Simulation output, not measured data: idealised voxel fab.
process module | voxel trench capacitor
cross-section cut | 270 nm wide | cells 5 nm
A cross-section is a grid of square cells, given in bands from the top down. A band is one or more rows of cells.
Each band's line starts with the height of the band's top and of its bottom, in nm. Then come its materials from left to right, each with its width in nm. One material with "throughout" fills the band from edge to edge. "air" is empty space.
Height 0 is the level under which the wafer as received is all one material. The lowest band goes on downwards, as in "0 down".
A width such as "30 to 40" changes by the same amount from each row of cells to the next, from the band's top row to its bottom row.
"no change" after a step means that no cell of the cross-section changed.
closed voids: empty space of 8 cells or more with no open way to the top, each as width x height at its distance from the left edge, in nm
after a step's settings: what the simulator itself notes on the step
overlay nm, on a step with a mask: how far to the right of its planned place the mask lay; to the left if negative
plan
1 op RECEIVE | material Si
2 op CONFORMAL_DEP | material SiN | thk nm 10
3 op DIRECTIONAL_DEP | material aC | thk nm 15
4 op PATTERN | tone open | mask id TRENCH | material resist | width nm 25 | pitch nm 40 | thk nm 35 | overlay nm 0
5 op DIRECTIONAL_ETCH | etch materials aC | depth nm 15
6 op STRIP | etch materials resist
7 op DIRECTIONAL_ETCH | etch materials SiN | depth nm 10
8 op DIRECTIONAL_ETCH | etch materials Si | depth nm 30
9 op STRIP | etch materials aC
10 op CONFORMAL_DEP | material HfO2 | thk nm 5
11 op CONFORMAL_DEP | material TiN | thk nm 5
12 op FILL_DEP | material W | thk nm 5
13 op CMP | height nm 10
as received, after step 1
  0 down: Si throughout
  closed voids: none
a wafer at the end: this start, this plan, one mistake
  25 to 20: W throughout
  20 to 15: TiN 90 | W 5 | TiN 35 | W 5 | TiN 35 | W 5 | TiN 95
  15 to 10: HfO2 85 | TiN 5 | W 5 | TiN 5 | HfO2 25 | TiN 5 | W 5 | TiN 5 | HfO2 25 | TiN 5 | W 5 | TiN 5 | HfO2 90
  10 to 0: SiN 80 | HfO2 5 | TiN 5 | W 5 | TiN 5 | HfO2 5 | SiN 15 | HfO2 5 | TiN 5 | W 5 | TiN 5 | HfO2 5 | SiN 15 | HfO2 5 | TiN 5 | W 5 | TiN 5 | HfO2 5 | SiN 85
  0 to -20: Si 80 | HfO2 5 | TiN 5 | W 5 | TiN 5 | HfO2 5 | Si 15 | HfO2 5 | TiN 5 | W 5 | TiN 5 | HfO2 5 | Si 15 | HfO2 5 | TiN 5 | W 5 | TiN 5 | HfO2 5 | Si 85
  -20 to -25: Si 80 | HfO2 5 | TiN 15 | HfO2 5 | Si 15 | HfO2 5 | TiN 15 | HfO2 5 | Si 15 | HfO2 5 | TiN 15 | HfO2 5 | Si 85
  -25 to -30: Si 80 | HfO2 25 | Si 15 | HfO2 25 | Si 15 | HfO2 25 | Si 85
  -30 down: Si throughout
  closed voids: none
what went wrong: step 13 was left out
